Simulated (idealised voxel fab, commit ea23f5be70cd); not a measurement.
Process module in this document: voxel ribs on slabs
FYI the section here is cut, 170 nm wide, cells are 5 nm squares.
Just so we're on the same page, the cross-sections are grids of square cells, and they're listed out in bands top to bottom, each band one or more rows deep.
Top height, bottom height, nm. Materials left to right, width each, nm. Single material + "full width" = fills band edge to edge. "empty" = empty.
Ref level 0: as-received wafer is one material below here. Bottom band extends down with no lower bound ("0 -> down").
Think of "30 to 40" as a width that walks from the first number to the second as you go down the band, top row to bottom row, taking equal-sized steps from row to row.
What does "remained the same" mean for a step? It means no cell of the cross-section changed in that step.
If an empty space has no open way to the top and is at least 8 cells in size, "Enclosed void inventory" lists it, written width x height at distance, where distance is measured from the left edge and every value is in nm.
The remark found on a step's line after its settings is issued by the simulator itself and pertains to that step.
Steps that use a mask can have "overlay nm" on their line. It says how far the mask sat to the right of where it was meant to be. Negative means to the left.
The steps planned for the process are as follows:
1: RECEIVE (material Si)
2: DIRECTIONAL_DEP (material SiO2; thk nm 20)
3: DIRECTIONAL_DEP (material polySi; thk nm 15)
4: MASKED_ETCH (tone cover; mask id RIB; width nm 30; etch materials polySi; depth nm 10; overlay nm 0)
5: DIRECTIONAL_DEP (material aC; thk nm 15)
6: PATTERN (tone cover; mask id SLAB; material resist; width nm 70; thk nm 35; overlay nm 0)
7: DIRECTIONAL_ETCH (etch materials aC; depth nm 15)
8: STRIP (etch materials resist)
9: DIRECTIONAL_ETCH (etch materials polySi; depth nm 5)
10: STRIP (etch materials aC)
11: FILL_DEP (material SiO2; thk nm 15)
12: CMP (height nm 45)
13: DIRECTIONAL_DEP (material W; thk nm 10)
14: DIRECTIONAL_DEP (material aC; thk nm 10)
15: PATTERN (tone cover; mask id HEATER; material resist; width nm 40; thk nm 25; overlay nm 0)
16: DIRECTIONAL_ETCH (etch materials aC; depth nm 10)
17: STRIP (etch materials resist)
18: DIRECTIONAL_ETCH (etch materials W; depth nm 10)
19: STRIP (etch materials aC)
20: CONFORMAL_DEP (material SiN; thk nm 10)
On the first of the two wafers: run conducted according to plan:
The cross-section here shows the wafer as received, i.e. in its state after step 1:
0 -> down: Si full width
Enclosed void inventory: none
The wafer in cross-section once step 2 is complete:
20 -> 0: SiO2 full width
For the remainder of the cross-section, below 0, there is no change.
The wafer in cross-section once step 3 is complete:
35 -> 20: polySi full width
For the remainder of the cross-section, below 20, there is no change.
The wafer in cross-section once step 4 is complete:
35 -> 25: 70 nm empty; 30 nm polySi; 70 nm empty
For the remainder of the cross-section, below 25, there is no change.
The wafer in cross-section once step 5 is complete:
50 -> 40: 70 nm empty; 30 nm aC; 70 nm empty
40 -> 35: aC full width
35 -> 25: 70 nm aC; 30 nm polySi; 70 nm aC
For the remainder of the cross-section, below 25, there is no change.
The wafer in cross-section once step 6 is complete:
85 -> 50: 50 nm empty; 70 nm resist; 50 nm empty
50 -> 40: 50 nm empty; 20 nm resist; 30 nm aC; 20 nm resist; 50 nm empty
For the remainder of the cross-section, below 40, there is no change.
The wafer in cross-section once step 7 is complete:
70 -> 50: 50 nm empty; 70 nm resist; 50 nm empty
50 -> 40: 50 nm empty; 20 nm resist; 30 nm aC; 20 nm resist; 50 nm empty
40 -> 35: 50 nm empty; 70 nm aC; 50 nm empty
35 -> 25: 50 nm empty; 20 nm aC; 30 nm polySi; 20 nm aC; 50 nm empty
For the remainder of the cross-section, below 25, there is no change.
The wafer in cross-section once step 8 is complete:
50 -> 40: 70 nm empty; 30 nm aC; 70 nm empty
For the remainder of the cross-section, below 40, there is no change.
The wafer in cross-section once step 9 is complete:
50 -> 40: 70 nm empty; 30 nm aC; 70 nm empty
40 -> 35: 50 nm empty; 70 nm aC; 50 nm empty
35 -> 25: 50 nm empty; 20 nm aC; 30 nm polySi; 20 nm aC; 50 nm empty
25 -> 20: 50 nm empty; 70 nm polySi; 50 nm empty
For the remainder of the cross-section, below 20, there is no change.
The wafer in cross-section once step 10 is complete:
35 -> 25: 70 nm empty; 30 nm polySi; 70 nm empty
For the remainder of the cross-section, below 25, there is no change.
The wafer in cross-section once step 11 is complete:
50 -> 35: SiO2 full width
35 -> 25: 70 nm SiO2; 30 nm polySi; 70 nm SiO2
25 -> 20: 50 nm SiO2; 70 nm polySi; 50 nm SiO2
For the remainder of the cross-section, below 20, there is no change.
The wafer in cross-section once step 12 is complete:
45 -> 35: SiO2 full width
For the remainder of the cross-section, below 35, there is no change.
The wafer in cross-section once step 13 is complete:
55 -> 45: W full width
For the remainder of the cross-section, below 45, there is no change.
The wafer in cross-section once step 14 is complete:
65 -> 55: aC full width
For the remainder of the cross-section, below 55, there is no change.
The wafer in cross-section once step 15 is complete:
90 -> 65: 65 nm empty; 40 nm resist; 65 nm empty
For the remainder of the cross-section, below 65, there is no change.
The wafer in cross-section once step 16 is complete:
80 -> 65: 65 nm empty; 40 nm resist; 65 nm empty
65 -> 55: 65 nm empty; 40 nm aC; 65 nm empty
For the remainder of the cross-section, below 55, there is no change.
The wafer in cross-section once step 17 is complete:
65 -> 55: 65 nm empty; 40 nm aC; 65 nm empty
For the remainder of the cross-section, below 55, there is no change.
The wafer in cross-section once step 18 is complete:
65 -> 55: 65 nm empty; 40 nm aC; 65 nm empty
55 -> 45: 65 nm empty; 40 nm W; 65 nm empty
For the remainder of the cross-section, below 45, there is no change.
The wafer in cross-section once step 19 is complete:
55 -> 45: 65 nm empty; 40 nm W; 65 nm empty
For the remainder of the cross-section, below 45, there is no change.
The wafer in cross-section once step 20 is complete:
65 -> 55: 55 nm empty; 60 nm SiN; 55 nm empty
55 -> 45: 65 nm SiN; 40 nm W; 65 nm SiN
For the remainder of the cross-section, below 45, there is no change.
Notes, second wafer: start = first wafer's, plan = first wafer's, execution had one mistake; history identical to first through step 14:
At the planned end of step 15, the second wafer in cross-section:
90 -> 65: 75 nm empty; 40 nm resist; 55 nm empty
For the remainder of the cross-section, below 65, there is no change.
At the planned end of step 16, the second wafer in cross-section:
80 -> 65: 75 nm empty; 40 nm resist; 55 nm empty
65 -> 55: 75 nm empty; 40 nm aC; 55 nm empty
For the remainder of the cross-section, below 55, there is no change.
At the planned end of step 17, the second wafer in cross-section:
65 -> 55: 75 nm empty; 40 nm aC; 55 nm empty
For the remainder of the cross-section, below 55, there is no change.
At the planned end of step 18, the second wafer in cross-section:
65 -> 55: 75 nm empty; 40 nm aC; 55 nm empty
55 -> 45: 75 nm empty; 40 nm W; 55 nm empty
For the remainder of the cross-section, below 45, there is no change.
At the planned end of step 19, the second wafer in cross-section:
55 -> 45: 75 nm empty; 40 nm W; 55 nm empty
For the remainder of the cross-section, below 45, there is no change.
At the planned end of step 20, the second wafer in cross-section:
65 -> 55: 65 nm empty; 60 nm SiN; 45 nm empty
55 -> 45: 75 nm SiN; 40 nm W; 55 nm SiN
For the remainder of the cross-section, below 45, there is no change.
Run error: step 15 was run on a setting that differed from the plan, and what really ran there is PATTERN (tone cover; mask id HEATER; material resist; width nm 40; thk nm 25; overlay nm 10)
Upon completion, the cell count for each material on the second wafer equals that on the first, whereas the spatial distribution of those cells differs.
